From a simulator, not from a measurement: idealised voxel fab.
Process module in this document: voxel trench capacitor
The cross-section shown here is cut; it is 260 nm wide and divided into square cells measuring 5 nm on a side.
Throughout this document, each cross-section is represented as a grid of square cells and is presented as a sequence of bands enumerated from the top downward, where a band comprises one or more rows of cells. Per band: top height and bottom height in nm, followed by the left-to-right materials and their widths in nm; "throughout" marks a single material spanning edge to edge, "blank" marks empty space. Height is counted from the level 0, under which the received wafer is composed throughout of one material. The lowest of the bands is not closed at the bottom but continues downward, in the notation "0..down". So if you see something like "30->40" for the width, read it as the top row of the band sitting at the first number and the bottom row at the second, with every row in between moving by the same amount as the last. Step marked "no modifications"? Then no cell in the cross-section changed in it. The list in "Enclosed void entries" covers empty spaces of 8 cells or more that cannot reach the top through any open way, and it gives each as width x height at distance; the distance is from the left edge, and width, height and distance are in nm. Step line, after settings: the simulator's comment on this step. overlay nm: mask offset rightward from planned place, masked step; negative means leftward offset.

Here's what the planned process steps look like
| 1 | RECEIVE | material Si |
| 2 | CONFORMAL_DEP | material SiN | thk nm 10 |
| 3 | DIRECTIONAL_DEP | material aC | thk nm 15 |
| 4 | PATTERN | tone open | mask id TRENCH | material resist | width nm 30 | pitch nm 60 | thk nm 35 | overlay nm 0 |
| 5 | DIRECTIONAL_ETCH | etch materials aC | depth nm 15 |
| 6 | STRIP | etch materials resist |
| 7 | DIRECTIONAL_ETCH | etch materials SiN | depth nm 10 |
| 8 | DIRECTIONAL_ETCH | etch materials Si | depth nm 40 |
| 9 | STRIP | etch materials aC |
| 10 | CONFORMAL_DEP | material HfO2 | thk nm 5 |
| 11 | CONFORMAL_DEP | material TiN | thk nm 5 |
| 12 | FILL_DEP | material W | thk nm 10 |
| 13 | CMP | height nm 10 |

As-received state of the wafer in cross-section, equivalent to post-step 1
	0..down: Si throughout
	Enclosed void entries: none

End-of-module cross-section of the first of two wafers, processed as planned
	10..0: 25 of SiN, then 5 of HfO2, then 5 of TiN, then 10 of W, then 5 of TiN, then 5 of HfO2, then 30 of SiN, then 5 of HfO2, then 5 of TiN, then 10 of W, then 5 of TiN, then 5 of HfO2, then 30 of SiN, then 5 of HfO2, then 5 of TiN, then 10 of W, then 5 of TiN, then 5 of HfO2, then 30 of SiN, then 5 of HfO2, then 5 of TiN, then 10 of W, then 5 of TiN, then 5 of HfO2, then 25 of SiN
	0..-30: 25 of Si, then 5 of HfO2, then 5 of TiN, then 10 of W, then 5 of TiN, then 5 of HfO2, then 30 of Si, then 5 of HfO2, then 5 of TiN, then 10 of W, then 5 of TiN, then 5 of HfO2, then 30 of Si, then 5 of HfO2, then 5 of TiN, then 10 of W, then 5 of TiN, then 5 of HfO2, then 30 of Si, then 5 of HfO2, then 5 of TiN, then 10 of W, then 5 of TiN, then 5 of HfO2, then 25 of Si
	-30..-35: 25 of Si, then 5 of HfO2, then 20 of TiN, then 5 of HfO2, then 30 of Si, then 5 of HfO2, then 20 of TiN, then 5 of HfO2, then 30 of Si, then 5 of HfO2, then 20 of TiN, then 5 of HfO2, then 30 of Si, then 5 of HfO2, then 20 of TiN, then 5 of HfO2, then 25 of Si
	-35..-40: 25 of Si, then 30 of HfO2, then 30 of Si, then 30 of HfO2, then 30 of Si, then 30 of HfO2, then 30 of Si, then 30 of HfO2, then 25 of Si
	-40..down: Si throughout
	Enclosed void entries: none

What the second wafer looks like in cross-section once the module is done. Its start and its plan matched the first wafer's exactly; what differed was one mistake in how it was run
	10..5: 30 of HfO2, then 5 of TiN, then 10 of W, then 5 of TiN, then 40 of HfO2, then 5 of TiN, then 10 of W, then 5 of TiN, then 40 of HfO2, then 5 of TiN, then 10 of W, then 5 of TiN, then 40 of HfO2, then 5 of TiN, then 10 of W, then 5 of TiN, then 30 of HfO2
	5..0: 25 of SiN, then 5 of HfO2, then 5 of TiN, then 10 of W, then 5 of TiN, then 5 of HfO2, then 30 of SiN, then 5 of HfO2, then 5 of TiN, then 10 of W, then 5 of TiN, then 5 of HfO2, then 30 of SiN, then 5 of HfO2, then 5 of TiN, then 10 of W, then 5 of TiN, then 5 of HfO2, then 30 of SiN, then 5 of HfO2, then 5 of TiN, then 10 of W, then 5 of TiN, then 5 of HfO2, then 25 of SiN
	0..-30: 25 of Si, then 5 of HfO2, then 5 of TiN, then 10 of W, then 5 of TiN, then 5 of HfO2, then 30 of Si, then 5 of HfO2, then 5 of TiN, then 10 of W, then 5 of TiN, then 5 of HfO2, then 30 of Si, then 5 of HfO2, then 5 of TiN, then 10 of W, then 5 of TiN, then 5 of HfO2, then 30 of Si, then 5 of HfO2, then 5 of TiN, then 10 of W, then 5 of TiN, then 5 of HfO2, then 25 of Si
	-30..-35: 25 of Si, then 5 of HfO2, then 20 of TiN, then 5 of HfO2, then 30 of Si, then 5 of HfO2, then 20 of TiN, then 5 of HfO2, then 30 of Si, then 5 of HfO2, then 20 of TiN, then 5 of HfO2, then 30 of Si, then 5 of HfO2, then 20 of TiN, then 5 of HfO2, then 25 of Si
	-35..-40: 25 of Si, then 30 of HfO2, then 30 of Si, then 30 of HfO2, then 30 of Si, then 30 of HfO2, then 30 of Si, then 30 of HfO2, then 25 of Si
	-40..down: Si throughout
	Enclosed void entries: none
Nonconformance to the process plan: so step 2 ended up running with a different setting than we planned, it ran as CONFORMAL_DEP | material SiN | thk nm 5
Final difference in cells, second wafer against first, listed per material as more or fewer: HfO2: 28 more; SiN: 28 fewer
